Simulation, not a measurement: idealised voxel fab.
process module | voxel transistor to metal
cross-section cut | 265 nm wide | cells 5 nm
A cross-section is a grid of square cells, given in bands from the top down. A band is one or more rows of cells.
Each band's line starts with the height of the band's top and of its bottom, in nm. Then come its materials from left to right, each with its width in nm. One material with "throughout" fills the band from edge to edge. "air" is empty space.
Height 0 is the level under which the wafer as received is all one material. The lowest band goes on downwards, as in "0 down".
A width such as "30 to 40" changes by the same amount from each row of cells to the next, from the band's top row to its bottom row.
"no change" after a step means that no cell of the cross-section changed.
closed voids: empty space of 8 cells or more with no open way to the top, each as width x height at its distance from the left edge, in nm
after a step's settings: what the simulator itself notes on the step
overlay nm, on a step with a mask: how far to the right of its planned place the mask lay; to the left if negative
Each pair below shows a cross-section before one step and the cross-section after it, down to the lowest band that changed. The line under each pair gives the step between them, with its settings. The pairs can come from different runs of this module on the same starting wafer, so a pair continues from the pair above only where its "before" says so.
before
  50 to 35: SiO2 throughout
  35 to 20: SiO2 45 | SiN 5 | SiO2 5 | SiCN 25 | SiO2 5 | SiN 5 | SiO2 80 | SiN 5 | SiO2 5 | SiCN 25 | SiO2 5 | SiN 5 | SiO2 50
  20 to 15: SiO2 45 | SiN 5 | SiO2 5 | polySi 25 | SiO2 5 | SiN 5 | SiO2 80 | SiN 5 | SiO2 5 | polySi 25 | SiO2 5 | SiN 5 | SiO2 50
  15 to 5: SiO2 25 | pSi 20 | SiN 5 | SiO2 5 | polySi 25 | SiO2 5 | SiN 5 | pSi 20 | SiO2 40 | pSi 20 | SiN 5 | SiO2 5 | polySi 25 | SiO2 5 | SiN 5 | pSi 20 | SiO2 30
  5 to 0: SiO2 15 | SiN 5 | SiO2 5 | pSi 20 | SiN 5 | SiO2 5 | polySi 25 | SiO2 5 | SiN 5 | pSi 20 | SiO2 5 | SiN 5 | SiO2 20 | SiN 5 | SiO2 5 | pSi 20 | SiN 5 | SiO2 5 | polySi 25 | SiO2 5 | SiN 5 | pSi 20 | SiO2 5 | SiN 5 | SiO2 20
  0 to -5: SiO2 20 | pSi 25 | SiO2 45 | pSi 25 | SiO2 30 | pSi 25 | SiO2 45 | pSi 25 | SiO2 25
  -5 to -20: SiO2 20 | pSi 25 | Si 45 | pSi 25 | SiO2 30 | pSi 25 | Si 45 | pSi 25 | SiO2 25
  -20 to -40: SiO2 20 | Si 95 | SiO2 30 | Si 95 | SiO2 25
  -40 down: Si throughout
  closed voids: none
after
  50 to 35: SiO2 15 | air 40 | SiO2 25 | air 40 | SiO2 20 | air 40 | SiO2 25 | air 40 | SiO2 20
  35 to 20: SiO2 15 | air 30 | SiN 5 | air 5 | SiCN 25 | air 5 | SiN 5 | air 30 | SiO2 20 | air 30 | SiN 5 | air 5 | SiCN 25 | air 5 | SiN 5 | air 30 | SiO2 20
  20 to 15: SiO2 15 | air 30 | SiN 5 | air 5 | polySi 25 | air 5 | SiN 5 | air 30 | SiO2 20 | air 30 | SiN 5 | air 5 | polySi 25 | air 5 | SiN 5 | air 30 | SiO2 20
  15 to 5: SiO2 15 | air 10 | pSi 20 | SiN 5 | air 5 | polySi 25 | air 5 | SiN 5 | pSi 20 | air 10 | SiO2 20 | air 10 | pSi 20 | SiN 5 | air 5 | polySi 25 | air 5 | SiN 5 | pSi 20 | air 10 | SiO2 20
  5 to 0: SiO2 15 | SiN 5 | air 5 | pSi 20 | SiN 5 | air 5 | polySi 25 | air 5 | SiN 5 | pSi 20 | air 5 | SiN 5 | SiO2 20 | SiN 5 | air 5 | pSi 20 | SiN 5 | air 5 | polySi 25 | air 5 | SiN 5 | pSi 20 | air 5 | SiN 5 | SiO2 20
  below 0: unchanged
  closed voids: none
the step between: op MASKED_ETCH | tone open | mask id CONTACT | width nm 40 | etch materials SiO2 | depth nm 50 | overlay nm 0
before: the cross-section after the pair above
after
  55 to 50: TiN 20 | air 30 | TiN 35 | air 30 | TiN 30 | air 30 | TiN 35 | air 30 | TiN 25
  50 to 40: SiO2 15 | TiN 5 | air 30 | TiN 5 | SiO2 25 | TiN 5 | air 30 | TiN 5 | SiO2 20 | TiN 5 | air 30 | TiN 5 | SiO2 25 | TiN 5 | air 30 | TiN 5 | SiO2 20
  40 to 35: SiO2 15 | TiN 5 | air 20 | TiN 15 | SiO2 25 | TiN 15 | air 20 | TiN 5 | SiO2 20 | TiN 5 | air 20 | TiN 15 | SiO2 25 | TiN 15 | air 20 | TiN 5 | SiO2 20
  35 to 20: SiO2 15 | TiN 5 | air 20 | TiN 5 | SiN 5 | TiN 5 | SiCN 25 | TiN 5 | SiN 5 | TiN 5 | air 20 | TiN 5 | SiO2 20 | TiN 5 | air 20 | TiN 5 | SiN 5 | TiN 5 | SiCN 25 | TiN 5 | SiN 5 | TiN 5 | air 20 | TiN 5 | SiO2 20
  20 to 15: SiO2 15 | TiN 30 | SiN 5 | TiN 5 | polySi 25 | TiN 5 | SiN 5 | TiN 30 | SiO2 20 | TiN 30 | SiN 5 | TiN 5 | polySi 25 | TiN 5 | SiN 5 | TiN 30 | SiO2 20
  15 to 5: SiO2 15 | TiN 10 | pSi 20 | SiN 5 | TiN 5 | polySi 25 | TiN 5 | SiN 5 | pSi 20 | TiN 10 | SiO2 20 | TiN 10 | pSi 20 | SiN 5 | TiN 5 | polySi 25 | TiN 5 | SiN 5 | pSi 20 | TiN 10 | SiO2 20
  5 to 0: SiO2 15 | SiN 5 | TiN 5 | pSi 20 | SiN 5 | TiN 5 | polySi 25 | TiN 5 | SiN 5 | pSi 20 | TiN 5 | SiN 5 | SiO2 20 | SiN 5 | TiN 5 | pSi 20 | SiN 5 | TiN 5 | polySi 25 | TiN 5 | SiN 5 | pSi 20 | TiN 5 | SiN 5 | SiO2 20
  below 0: unchanged
  closed voids: none
the step between: op CONFORMAL_DEP | material TiN | thk nm 5
before: the cross-section after the pair above
after
  60 to 55: W throughout
  55 to 50: TiN 20 | W 30 | TiN 35 | W 30 | TiN 30 | W 30 | TiN 35 | W 30 | TiN 25
  50 to 40: SiO2 15 | TiN 5 | W 30 | TiN 5 | SiO2 25 | TiN 5 | W 30 | TiN 5 | SiO2 20 | TiN 5 | W 30 | TiN 5 | SiO2 25 | TiN 5 | W 30 | TiN 5 | SiO2 20
  40 to 35: SiO2 15 | TiN 5 | W 20 | TiN 15 | SiO2 25 | TiN 15 | W 20 | TiN 5 | SiO2 20 | TiN 5 | W 20 | TiN 15 | SiO2 25 | TiN 15 | W 20 | TiN 5 | SiO2 20
  35 to 20: SiO2 15 | TiN 5 | W 20 | TiN 5 | SiN 5 | TiN 5 | SiCN 25 | TiN 5 | SiN 5 | TiN 5 | W 20 | TiN 5 | SiO2 20 | TiN 5 | W 20 | TiN 5 | SiN 5 | TiN 5 | SiCN 25 | TiN 5 | SiN 5 | TiN 5 | W 20 | TiN 5 | SiO2 20
  below 20: unchanged
  closed voids: none
the step between: op FILL_DEP | material W | thk nm 5
before: the cross-section after the pair above
after
  50 to 40: SiO2 15 | TiN 5 | W 30 | TiN 5 | SiO2 25 | TiN 5 | W 30 | TiN 5 | SiO2 20 | TiN 5 | W 30 | TiN 5 | SiO2 25 | TiN 5 | W 30 | TiN 5 | SiO2 20
  below 40: unchanged
  closed voids: none
the step between: op CMP | height nm 50
before: the cross-section after the pair above
after
  55 to 50: SiCN throughout
  below 50: unchanged
  closed voids: none
the step between: op CONFORMAL_DEP | material SiCN | thk nm 5
before: the cross-section after the pair above
after
  75 to 55: lowk throughout
  below 55: unchanged
  closed voids: none
the step between: op DIRECTIONAL_DEP | material lowk | thk nm 20
before: the cross-section after the pair above
after
  75 to 55: lowk 20 | air 20 | lowk 55 | air 20 | lowk 30 | air 20 | lowk 55 | air 20 | lowk 25
  below 55: unchanged
  closed voids: none
the step between: op MASKED_ETCH | tone open | mask id METAL_1 | width nm 20 | etch materials lowk | depth nm 20 | overlay nm 0
before: the cross-section after the pair above
after
  75 to 55: lowk 20 | air 20 | lowk 55 | air 20 | lowk 30 | air 20 | lowk 55 | air 20 | lowk 25
  55 to 50: SiCN 20 | air 20 | SiCN 55 | air 20 | SiCN 30 | air 20 | SiCN 55 | air 20 | SiCN 25
  below 50: unchanged
  closed voids: none
the step between: op MASKED_ETCH | tone open | mask id METAL_1 | width nm 20 | etch materials SiCN | depth nm 5 | overlay nm 0
before: the cross-section after the pair above
after
  80 to 75: TiN 25 | air 10 | TiN 65 | air 10 | TiN 40 | air 10 | TiN 65 | air 10 | TiN 30
  75 to 55: lowk 20 | TiN 5 | air 10 | TiN 5 | lowk 55 | TiN 5 | air 10 | TiN 5 | lowk 30 | TiN 5 | air 10 | TiN 5 | lowk 55 | TiN 5 | air 10 | TiN 5 | lowk 25
  55 to 50: SiCN 20 | TiN 20 | SiCN 55 | TiN 20 | SiCN 30 | TiN 20 | SiCN 55 | TiN 20 | SiCN 25
  below 50: unchanged
  closed voids: none
the step between: op CONFORMAL_DEP | material TiN | thk nm 5
before: the cross-section after the pair above
after
  85 to 80: Cu throughout
  80 to 75: TiN 25 | Cu 10 | TiN 65 | Cu 10 | TiN 40 | Cu 10 | TiN 65 | Cu 10 | TiN 30
  75 to 55: lowk 20 | TiN 5 | Cu 10 | TiN 5 | lowk 55 | TiN 5 | Cu 10 | TiN 5 | lowk 30 | TiN 5 | Cu 10 | TiN 5 | lowk 55 | TiN 5 | Cu 10 | TiN 5 | lowk 25
  below 55: unchanged
  closed voids: none
the step between: op FILL_DEP | material Cu | thk nm 5
before: the cross-section after the pair above
after
  75 to 55: lowk 20 | TiN 5 | Cu 10 | TiN 5 | lowk 55 | TiN 5 | Cu 10 | TiN 5 | lowk 30 | TiN 5 | Cu 10 | TiN 5 | lowk 55 | TiN 5 | Cu 10 | TiN 5 | lowk 25
  below 55: unchanged
  closed voids: none
the step between: op CMP | height nm 75
before: the cross-section after the pair above
after
  80 to 75: SiCN throughout
  below 75: unchanged
  closed voids: none
the step between: op CONFORMAL_DEP | material SiCN | thk nm 5
before: the cross-section after the pair above
after
  115 to 80: lowk throughout
  below 80: unchanged
  closed voids: none
the step between: op DIRECTIONAL_DEP | material lowk | thk nm 35
before: the cross-section after the pair above
after
  130 to 115: resist 20 | air 15 | resist 110 | air 15 | resist 105
  below 115: unchanged
  closed voids: none
the step between: op PATTERN | tone open | mask id METAL_2_HOLES | material resist | width nm 15 | pitch nm 125 | thk nm 15 | overlay nm 0
before: the cross-section after the pair above
after
  130 to 115: resist 20 | air 15 | resist 110 | air 15 | resist 105
  115 to 80: lowk 20 | air 15 | lowk 110 | air 15 | lowk 105
  below 80: unchanged
  closed voids: none
the step between: op DIRECTIONAL_ETCH | etch materials lowk | depth nm 35
before: the cross-section after the pair above
after
  115 to 80: lowk 20 | air 15 | lowk 110 | air 15 | lowk 105
  below 80: unchanged
  closed voids: none
the step between: op STRIP | etch materials resist
before: the cross-section after the pair above
after
  125 to 115: aC 20 | air 15 | aC 110 | air 15 | aC 105
  115 to 90: lowk 20 | air 15 | lowk 110 | air 15 | lowk 105
  90 to 80: lowk 20 | aC 15 | lowk 110 | aC 15 | lowk 105
  below 80: unchanged
  closed voids: none
the step between: op DIRECTIONAL_DEP | material aC | thk nm 10
before: the cross-section after the pair above
after
  150 to 125: resist 20 | air 20 | resist 105 | air 20 | resist 100
  below 125: unchanged
  closed voids: none
the step between: op PATTERN | tone open | mask id METAL_2 | material resist | width nm 20 | pitch nm 125 | thk nm 25 | overlay nm 0
before: the cross-section after the pair above
after
  140 to 125: resist 20 | air 20 | resist 105 | air 20 | resist 100
  125 to 115: aC 20 | air 20 | aC 105 | air 20 | aC 100
  115 to 80: lowk 20 | air 15 | lowk 110 | air 15 | lowk 105
  below 80: unchanged
  closed voids: none
the step between: op DIRECTIONAL_ETCH | etch materials aC | depth nm 10
before: the cross-section after the pair above
after
  125 to 115: aC 20 | air 20 | aC 105 | air 20 | aC 100
  below 115: unchanged
  closed voids: none
the step between: op STRIP | etch materials resist
before: the cross-section after the pair above
after
  125 to 115: aC 20 | air 20 | aC 105 | air 20 | aC 100
  115 to 95: lowk 20 | air 20 | lowk 105 | air 20 | lowk 100
  below 95: unchanged
  closed voids: none
the step between: op DIRECTIONAL_ETCH | etch materials lowk | depth nm 20
before: the cross-section after the pair above
after
  125 to 115: aC 20 | air 20 | aC 105 | air 20 | aC 100
  115 to 95: lowk 20 | air 20 | lowk 105 | air 20 | lowk 100
  95 to 80: lowk 20 | air 15 | lowk 110 | air 15 | lowk 105
  80 to 75: SiCN 20 | air 15 | SiCN 110 | air 15 | SiCN 105
  below 75: unchanged
  closed voids: none
the step between: op DIRECTIONAL_ETCH | etch materials SiCN | depth nm 5
before: the cross-section after the pair above
after
  115 to 95: lowk 20 | air 20 | lowk 105 | air 20 | lowk 100
  below 95: unchanged
  closed voids: none
the step between: op STRIP | etch materials aC
before: the cross-section after the pair above
after
  120 to 115: TiN 25 | air 10 | TiN 115 | air 10 | TiN 105
  115 to 100: lowk 20 | TiN 5 | air 10 | TiN 5 | lowk 105 | TiN 5 | air 10 | TiN 5 | lowk 100
  100 to 95: lowk 20 | TiN 5 | air 5 | TiN 10 | lowk 105 | TiN 5 | air 5 | TiN 10 | lowk 100
  95 to 80: lowk 20 | TiN 5 | air 5 | TiN 5 | lowk 110 | TiN 5 | air 5 | TiN 5 | lowk 105
  80 to 75: SiCN 20 | TiN 15 | SiCN 110 | TiN 15 | SiCN 105
  below 75: unchanged
  closed voids: none
the step between: op CONFORMAL_DEP | material TiN | thk nm 5
before: the cross-section after the pair above
after
  130 to 120: Cu throughout
  120 to 115: TiN 25 | Cu 10 | TiN 115 | Cu 10 | TiN 105
  115 to 100: lowk 20 | TiN 5 | Cu 10 | TiN 5 | lowk 105 | TiN 5 | Cu 10 | TiN 5 | lowk 100
  100 to 95: lowk 20 | TiN 5 | Cu 5 | TiN 10 | lowk 105 | TiN 5 | Cu 5 | TiN 10 | lowk 100
  95 to 80: lowk 20 | TiN 5 | Cu 5 | TiN 5 | lowk 110 | TiN 5 | Cu 5 | TiN 5 | lowk 105
  below 80: unchanged
  closed voids: none
the step between: op FILL_DEP | material Cu | thk nm 10
before: the cross-section after the pair above
after
  115 to 100: lowk 20 | TiN 5 | Cu 10 | TiN 5 | lowk 105 | TiN 5 | Cu 10 | TiN 5 | lowk 100
  below 100: unchanged
  closed voids: none
the step between: op CMP | height nm 115
before: the cross-section after the pair above
after
  120 to 115: SiN throughout
  below 115: unchanged
  closed voids: none
the step between: op CONFORMAL_DEP | material SiN | thk nm 5
before
  115 to 80: lowk throughout
  80 to 75: SiCN throughout
  75 to 55: lowk 20 | TiN 5 | Cu 10 | TiN 5 | lowk 55 | TiN 5 | Cu 10 | TiN 5 | lowk 30 | TiN 5 | Cu 10 | TiN 5 | lowk 55 | TiN 5 | Cu 10 | TiN 5 | lowk 25
  55 to 50: SiCN 20 | TiN 20 | SiCN 55 | TiN 20 | SiCN 30 | TiN 20 | SiCN 55 | TiN 20 | SiCN 25
  50 to 40: SiO2 20 | TiN 5 | W 20 | TiN 5 | SiO2 35 | TiN 5 | W 20 | TiN 5 | SiO2 30 | TiN 5 | W 20 | TiN 5 | SiO2 35 | TiN 5 | W 20 | TiN 5 | SiO2 25
  40 to 35: SiO2 20 | TiN 5 | W 15 | TiN 10 | SiO2 35 | TiN 10 | W 15 | TiN 5 | SiO2 30 | TiN 5 | W 15 | TiN 10 | SiO2 35 | TiN 10 | W 15 | TiN 5 | SiO2 25
  35 to 20: SiO2 20 | TiN 5 | W 15 | TiN 5 | SiN 5 | SiO2 5 | SiCN 25 | SiO2 5 | SiN 5 | TiN 5 | W 15 | TiN 5 | SiO2 30 | TiN 5 | W 15 | TiN 5 | SiN 5 | SiO2 5 | SiCN 25 | SiO2 5 | SiN 5 | TiN 5 | W 15 | TiN 5 | SiO2 25
  20 to 15: SiO2 20 | TiN 25 | SiN 5 | SiO2 5 | polySi 25 | SiO2 5 | SiN 5 | TiN 25 | SiO2 30 | TiN 25 | SiN 5 | SiO2 5 | polySi 25 | SiO2 5 | SiN 5 | TiN 25 | SiO2 25
  15 to 5: SiO2 20 | TiN 5 | pSi 20 | SiN 5 | SiO2 5 | polySi 25 | SiO2 5 | SiN 5 | pSi 20 | TiN 5 | SiO2 30 | TiN 5 | pSi 20 | SiN 5 | SiO2 5 | polySi 25 | SiO2 5 | SiN 5 | pSi 20 | TiN 5 | SiO2 25
  5 to 0: SiO2 15 | SiN 5 | TiN 5 | pSi 20 | SiN 5 | SiO2 5 | polySi 25 | SiO2 5 | SiN 5 | pSi 20 | TiN 5 | SiN 5 | SiO2 20 | SiN 5 | TiN 5 | pSi 20 | SiN 5 | SiO2 5 | polySi 25 | SiO2 5 | SiN 5 | pSi 20 | TiN 5 | SiN 5 | SiO2 20
  0 to -5: SiO2 20 | pSi 25 | SiO2 45 | pSi 25 | SiO2 30 | pSi 25 | SiO2 45 | pSi 25 | SiO2 25
  -5 to -20: SiO2 20 | pSi 25 | Si 45 | pSi 25 | SiO2 30 | pSi 25 | Si 45 | pSi 25 | SiO2 25
  -20 to -40: SiO2 20 | Si 95 | SiO2 30 | Si 95 | SiO2 25
  -40 down: Si throughout
  closed voids: none
after
  130 to 115: resist 25 | air 15 | resist 110 | air 15 | resist 100
  below 115: unchanged
  closed voids: none
the step between: op PATTERN | tone open | mask id METAL_2_HOLES | material resist | width nm 15 | pitch nm 125 | thk nm 15 | overlay nm 5
before: the cross-section after the pair above
after
  130 to 115: resist 25 | air 15 | resist 110 | air 15 | resist 100
  115 to 80: lowk 25 | air 15 | lowk 110 | air 15 | lowk 100
  below 80: unchanged
  closed voids: none
the step between: op DIRECTIONAL_ETCH | etch materials lowk | depth nm 35
before: the cross-section after the pair above
after
  115 to 80: lowk 25 | air 15 | lowk 110 | air 15 | lowk 100
  below 80: unchanged
  closed voids: none
the step between: op STRIP | etch materials resist
before: the cross-section after the pair above
after
  125 to 115: aC 25 | air 15 | aC 110 | air 15 | aC 100
  115 to 90: lowk 25 | air 15 | lowk 110 | air 15 | lowk 100
  90 to 80: lowk 25 | aC 15 | lowk 110 | aC 15 | lowk 100
  below 80: unchanged
  closed voids: none
the step between: op DIRECTIONAL_DEP | material aC | thk nm 10
before: the cross-section after the pair above
after
  150 to 125: resist 20 | air 20 | resist 105 | air 20 | resist 100
  below 125: unchanged
  closed voids: none
the step between: op PATTERN | tone open | mask id METAL_2 | material resist | width nm 20 | pitch nm 125 | thk nm 25 | overlay nm 0
before: the cross-section after the pair above
after
  140 to 125: resist 20 | air 20 | resist 105 | air 20 | resist 100
  125 to 115: aC 20 | air 20 | aC 105 | air 20 | aC 100
  115 to 80: lowk 25 | air 15 | lowk 110 | air 15 | lowk 100
  below 80: unchanged
  closed voids: none
the step between: op DIRECTIONAL_ETCH | etch materials aC | depth nm 10
before: the cross-section after the pair above
after
  125 to 115: aC 20 | air 20 | aC 105 | air 20 | aC 100
  below 115: unchanged
  closed voids: none
the step between: op STRIP | etch materials resist
before: the cross-section after the pair above
after
  125 to 115: aC 20 | air 20 | aC 105 | air 20 | aC 100
  115 to 95: lowk 20 | air 20 | lowk 105 | air 20 | lowk 100
  below 95: unchanged
  closed voids: none
the step between: op DIRECTIONAL_ETCH | etch materials lowk | depth nm 20
before: the cross-section after the pair above
after
  125 to 115: aC 20 | air 20 | aC 105 | air 20 | aC 100
  115 to 95: lowk 20 | air 20 | lowk 105 | air 20 | lowk 100
  95 to 80: lowk 25 | air 15 | lowk 110 | air 15 | lowk 100
  80 to 75: SiCN 25 | air 15 | SiCN 110 | air 15 | SiCN 100
  below 75: unchanged
  closed voids: none
the step between: op DIRECTIONAL_ETCH | etch materials SiCN | depth nm 5
before: the cross-section after the pair above
after
  115 to 95: lowk 20 | air 20 | lowk 105 | air 20 | lowk 100
  below 95: unchanged
  closed voids: none
the step between: op STRIP | etch materials aC
before: the cross-section after the pair above
after
  120 to 115: TiN 25 | air 10 | TiN 115 | air 10 | TiN 105
  115 to 100: lowk 20 | TiN 5 | air 10 | TiN 5 | lowk 105 | TiN 5 | air 10 | TiN 5 | lowk 100
  100 to 95: lowk 20 | TiN 10 | air 5 | TiN 5 | lowk 105 | TiN 10 | air 5 | TiN 5 | lowk 100
  95 to 80: lowk 25 | TiN 5 | air 5 | TiN 5 | lowk 110 | TiN 5 | air 5 | TiN 5 | lowk 100
  80 to 75: SiCN 25 | TiN 15 | SiCN 110 | TiN 15 | SiCN 100
  below 75: unchanged
  closed voids: none
the step between: op CONFORMAL_DEP | material TiN | thk nm 5
before: the cross-section after the pair above
after
  130 to 120: Cu throughout
  120 to 115: TiN 25 | Cu 10 | TiN 115 | Cu 10 | TiN 105
  115 to 100: lowk 20 | TiN 5 | Cu 10 | TiN 5 | lowk 105 | TiN 5 | Cu 10 | TiN 5 | lowk 100
  100 to 95: lowk 20 | TiN 10 | Cu 5 | TiN 5 | lowk 105 | TiN 10 | Cu 5 | TiN 5 | lowk 100
  95 to 80: lowk 25 | TiN 5 | Cu 5 | TiN 5 | lowk 110 | TiN 5 | Cu 5 | TiN 5 | lowk 100
  below 80: unchanged
  closed voids: none
the step between: op FILL_DEP | material Cu | thk nm 10
before: the cross-section after the pair above
after
  115 to 100: lowk 20 | TiN 5 | Cu 10 | TiN 5 | lowk 105 | TiN 5 | Cu 10 | TiN 5 | lowk 100
  below 100: unchanged
  closed voids: none
the step between: op CMP | height nm 115
before: the cross-section after the pair above
after
  120 to 115: SiN throughout
  below 115: unchanged
  closed voids: none
the step between: op CONFORMAL_DEP | material SiN | thk nm 5
before
  75 to 55: lowk 20 | TiN 5 | Cu 10 | TiN 5 | lowk 55 | TiN 5 | Cu 10 | TiN 5 | lowk 30 | TiN 5 | Cu 10 | TiN 5 | lowk 55 | TiN 5 | Cu 10 | TiN 5 | lowk 25
  55 to 50: SiCN 20 | TiN 20 | SiCN 55 | TiN 20 | SiCN 30 | TiN 20 | SiCN 55 | TiN 20 | SiCN 25
  50 to 40: SiO2 20 | TiN 5 | W 20 | TiN 5 | SiO2 35 | TiN 5 | W 20 | TiN 5 | SiO2 30 | TiN 5 | W 20 | TiN 5 | SiO2 35 | TiN 5 | W 20 | TiN 5 | SiO2 25
  40 to 35: SiO2 20 | TiN 5 | W 15 | TiN 10 | SiO2 35 | TiN 10 | W 15 | TiN 5 | SiO2 30 | TiN 5 | W 15 | TiN 10 | SiO2 35 | TiN 10 | W 15 | TiN 5 | SiO2 25
  35 to 20: SiO2 20 | TiN 5 | W 15 | TiN 5 | SiN 5 | SiO2 5 | SiCN 25 | SiO2 5 | SiN 5 | TiN 5 | W 15 | TiN 5 | SiO2 30 | TiN 5 | W 15 | TiN 5 | SiN 5 | SiO2 5 | SiCN 25 | SiO2 5 | SiN 5 | TiN 5 | W 15 | TiN 5 | SiO2 25
  20 to 15: SiO2 20 | TiN 25 | SiN 5 | SiO2 5 | polySi 25 | SiO2 5 | SiN 5 | TiN 25 | SiO2 30 | TiN 25 | SiN 5 | SiO2 5 | polySi 25 | SiO2 5 | SiN 5 | TiN 25 | SiO2 25
  15 to 5: SiO2 20 | TiN 5 | pSi 20 | SiN 5 | SiO2 5 | polySi 25 | SiO2 5 | SiN 5 | pSi 20 | TiN 5 | SiO2 30 | TiN 5 | pSi 20 | SiN 5 | SiO2 5 | polySi 25 | SiO2 5 | SiN 5 | pSi 20 | TiN 5 | SiO2 25
  5 to 0: SiO2 15 | SiN 5 | TiN 5 | pSi 20 | SiN 5 | SiO2 5 | polySi 25 | SiO2 5 | SiN 5 | pSi 20 | TiN 5 | SiN 5 | SiO2 20 | SiN 5 | TiN 5 | pSi 20 | SiN 5 | SiO2 5 | polySi 25 | SiO2 5 | SiN 5 | pSi 20 | TiN 5 | SiN 5 | SiO2 20
  0 to -5: SiO2 20 | pSi 25 | SiO2 45 | pSi 25 | SiO2 30 | pSi 25 | SiO2 45 | pSi 25 | SiO2 25
  -5 to -20: SiO2 20 | pSi 25 | Si 45 | pSi 25 | SiO2 30 | pSi 25 | Si 45 | pSi 25 | SiO2 25
  -20 to -40: SiO2 20 | Si 95 | SiO2 30 | Si 95 | SiO2 25
  -40 down: Si throughout
  closed voids: none
after
  80 to 75: W throughout
  below 75: unchanged
  closed voids: none
the step between: op CONFORMAL_DEP | material W | thk nm 5
before: the cross-section after the pair above
after
  115 to 80: lowk throughout
  below 80: unchanged
  closed voids: none
the step between: op DIRECTIONAL_DEP | material lowk | thk nm 35
before: the cross-section after the pair above
after
  130 to 115: resist 20 | air 15 | resist 110 | air 15 | resist 105
  below 115: unchanged
  closed voids: none
the step between: op PATTERN | tone open | mask id METAL_2_HOLES | material resist | width nm 15 | pitch nm 125 | thk nm 15 | overlay nm 0
before: the cross-section after the pair above
after
  130 to 115: resist 20 | air 15 | resist 110 | air 15 | resist 105
  115 to 80: lowk 20 | air 15 | lowk 110 | air 15 | lowk 105
  below 80: unchanged
  closed voids: none
the step between: op DIRECTIONAL_ETCH | etch materials lowk | depth nm 35
before: the cross-section after the pair above
after
  115 to 80: lowk 20 | air 15 | lowk 110 | air 15 | lowk 105
  below 80: unchanged
  closed voids: none
the step between: op STRIP | etch materials resist
before: the cross-section after the pair above
after
  125 to 115: aC 20 | air 15 | aC 110 | air 15 | aC 105
  115 to 90: lowk 20 | air 15 | lowk 110 | air 15 | lowk 105
  90 to 80: lowk 20 | aC 15 | lowk 110 | aC 15 | lowk 105
  below 80: unchanged
  closed voids: none
the step between: op DIRECTIONAL_DEP | material aC | thk nm 10
before: the cross-section after the pair above
after
  150 to 125: resist 20 | air 20 | resist 105 | air 20 | resist 100
  below 125: unchanged
  closed voids: none
the step between: op PATTERN | tone open | mask id METAL_2 | material resist | width nm 20 | pitch nm 125 | thk nm 25 | overlay nm 0
before: the cross-section after the pair above
after
  140 to 125: resist 20 | air 20 | resist 105 | air 20 | resist 100
  125 to 115: aC 20 | air 20 | aC 105 | air 20 | aC 100
  115 to 80: lowk 20 | air 15 | lowk 110 | air 15 | lowk 105
  below 80: unchanged
  closed voids: none
the step between: op DIRECTIONAL_ETCH | etch materials aC | depth nm 10
before: the cross-section after the pair above
after
  125 to 115: aC 20 | air 20 | aC 105 | air 20 | aC 100
  below 115: unchanged
  closed voids: none
the step between: op STRIP | etch materials resist
before: the cross-section after the pair above
after
  125 to 115: aC 20 | air 20 | aC 105 | air 20 | aC 100
  115 to 95: lowk 20 | air 20 | lowk 105 | air 20 | lowk 100
  below 95: unchanged
  closed voids: none
the step between: op DIRECTIONAL_ETCH | etch materials lowk | depth nm 20
before: the cross-section after the pair above
after
  115 to 95: lowk 20 | air 20 | lowk 105 | air 20 | lowk 100
  below 95: unchanged
  closed voids: none
the step between: op STRIP | etch materials aC
before: the cross-section after the pair above
after
  120 to 115: TiN 25 | air 10 | TiN 115 | air 10 | TiN 105
  115 to 100: lowk 20 | TiN 5 | air 10 | TiN 5 | lowk 105 | TiN 5 | air 10 | TiN 5 | lowk 100
  100 to 95: lowk 20 | TiN 5 | air 5 | TiN 10 | lowk 105 | TiN 5 | air 5 | TiN 10 | lowk 100
  95 to 85: lowk 20 | TiN 5 | air 5 | TiN 5 | lowk 110 | TiN 5 | air 5 | TiN 5 | lowk 105
  85 to 80: lowk 20 | TiN 15 | lowk 110 | TiN 15 | lowk 105
  below 80: unchanged
  closed voids: none
the step between: op CONFORMAL_DEP | material TiN | thk nm 5
before: the cross-section after the pair above
after
  130 to 120: Cu throughout
  120 to 115: TiN 25 | Cu 10 | TiN 115 | Cu 10 | TiN 105
  115 to 100: lowk 20 | TiN 5 | Cu 10 | TiN 5 | lowk 105 | TiN 5 | Cu 10 | TiN 5 | lowk 100
  100 to 95: lowk 20 | TiN 5 | Cu 5 | TiN 10 | lowk 105 | TiN 5 | Cu 5 | TiN 10 | lowk 100
  95 to 85: lowk 20 | TiN 5 | Cu 5 | TiN 5 | lowk 110 | TiN 5 | Cu 5 | TiN 5 | lowk 105
  below 85: unchanged
  closed voids: none
the step between: op FILL_DEP | material Cu | thk nm 10
before: the cross-section after the pair above
after
  115 to 100: lowk 20 | TiN 5 | Cu 10 | TiN 5 | lowk 105 | TiN 5 | Cu 10 | TiN 5 | lowk 100
  below 100: unchanged
  closed voids: none
the step between: op CMP | height nm 115
before: the cross-section after the pair above
after
  120 to 115: SiN throughout
  below 115: unchanged
  closed voids: none
the step between: op CONFORMAL_DEP | material SiN | thk nm 5
before
  40 to 35: SiCN 10 | air 115 | SiCN 10 | air 115 | SiCN 15
  35 to 25: SiCN throughout
  25 to 20: polySi 10 | SiCN 115 | polySi 10 | SiCN 115 | polySi 15
  20 to 5: polySi throughout
  5 to 0: SiO2 10 | polySi 115 | SiO2 10 | polySi 115 | SiO2 15
  0 to -5: SiO2 throughout
  -5 to -40: SiO2 20 | Si 95 | SiO2 30 | Si 95 | SiO2 25
  -40 down: Si throughout
  closed voids: none
after
  60 to 40: resist 55 | air 25 | resist 100 | air 25 | resist 60
  40 to 35: SiCN 10 | resist 45 | air 25 | resist 45 | SiCN 10 | resist 45 | air 25 | resist 45 | SiCN 15
  below 35: unchanged
  closed voids: none
the step between: op PATTERN | tone open | mask id GATE | material resist | width nm 25 | pitch nm 125 | thk nm 20 | overlay nm 0
before: the cross-section after the pair above
after
  60 to 40: resist 55 | air 25 | resist 100 | air 25 | resist 60
  40 to 35: SiCN 10 | resist 45 | air 25 | resist 45 | SiCN 10 | resist 45 | air 25 | resist 45 | SiCN 15
  35 to 25: SiCN 55 | air 25 | SiCN 100 | air 25 | SiCN 60
  25 to 20: polySi 10 | SiCN 45 | air 25 | SiCN 45 | polySi 10 | SiCN 45 | air 25 | SiCN 45 | polySi 15
  below 20: unchanged
  closed voids: none
the step between: op DIRECTIONAL_ETCH | etch materials SiCN | depth nm 25
